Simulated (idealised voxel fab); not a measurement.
process module | voxel plated lines
Cross-sectional view cut (width: 180 nm; square cell size: 5 nm).
Cross-section spec: square-cell grid; bands listed top down; each band is one or more rows. Top, bottom (nm), then materials left to right with widths (nm); lone material tagged "all across" fills the whole band edge to edge; "blank" = empty space. Height reference: 0 = level under which incoming wafer is all one material. Lowest band: no bottom, runs on downward, e.g. "from 0 down". Width spec "30..40" -> top row of cells at first value, bottom row at second value, equal per-row change in between. Any step labelled "same as before" changed none of the cells in the cross-section. Entry "Closed voids list". Content: empty spaces with no open connection to the top, size 8 cells or greater. Each: width x height at distance. Distance: from left edge. Unit: nm. Heads up: the bit after the settings on a step's line is the simulator's remark on that step. The optional step-line setting "overlay nm" applies to steps with a mask and quantifies how far to the right of its planned location the mask lay, a negative value indicating leftward placement.

## plan
step 1: RECEIVE (material Si)
step 2: CONFORMAL_DEP (material SiN; thk nm 10)
step 3: DIRECTIONAL_DEP (material TiN; thk nm 5)
step 4: PATTERN (tone open; mask id LINES; material resist; width nm 15; pitch nm 40; thk nm 30; overlay nm 0)
step 5: EPI (material Ru; thk nm 10)
step 6: EPI (material Ru; thk nm 10)
step 7: STRIP (etch materials resist)
step 8: DIRECTIONAL_ETCH (etch materials TiN; depth nm 5)
step 9: CONFORMAL_DEP (material SiCN; thk nm 10)

## Cross-section: wafer on arrival = after step 1
> from 0 down: Si all across
> Closed voids list: none

## End-of-module cross-section of the first of two wafers, processed as planned
> from 45 to 35: blank: 10  SiCN: 35  blank: 5  SiCN: 35  blank: 5  SiCN: 35  blank: 5  SiCN: 35  blank: 15
> from 35 to 20: blank: 10  SiCN: 10  Ru: 15  SiCN: 10  blank: 5  SiCN: 10  Ru: 15  SiCN: 10  blank: 5  SiCN: 10  Ru: 15  SiCN: 10  blank: 5  SiCN: 10  Ru: 15  SiCN: 10  blank: 15
> from 20 to 15: SiCN: 20  Ru: 15  SiCN: 25  Ru: 15  SiCN: 25  Ru: 15  SiCN: 25  Ru: 15  SiCN: 25
> from 15 to 10: SiCN: 20  TiN: 15  SiCN: 25  TiN: 15  SiCN: 25  TiN: 15  SiCN: 25  TiN: 15  SiCN: 25
> from 10 to 0: SiN all across
> from 0 down: Si all across
> Closed voids list: none

## End of module, second wafer, cross-section. Started like the first, planned like the first, run with one mistake
> from 45 to 35: SiCN all across
> from 35 to 15: Ru: 20  SiCN: 15  Ru: 25  SiCN: 15  Ru: 25  SiCN: 15  Ru: 25  SiCN: 15  Ru: 25
> from 15 to 10: TiN: 20  SiCN: 15  TiN: 25  SiCN: 15  TiN: 25  SiCN: 15  TiN: 25  SiCN: 15  TiN: 25
> from 10 to 0: SiN all across
> from 0 down: Si all across
> Closed voids list: none
Against the plan, the run slipped here: step 4 off recipe, ran as PATTERN (tone cover; mask id LINES; material resist; width nm 15; pitch nm 40; thk nm 30; overlay nm 0)
Count the cells at the end and the second wafer has more or fewer of some materials than the first: Ru +48, SiCN -20, TiN +12
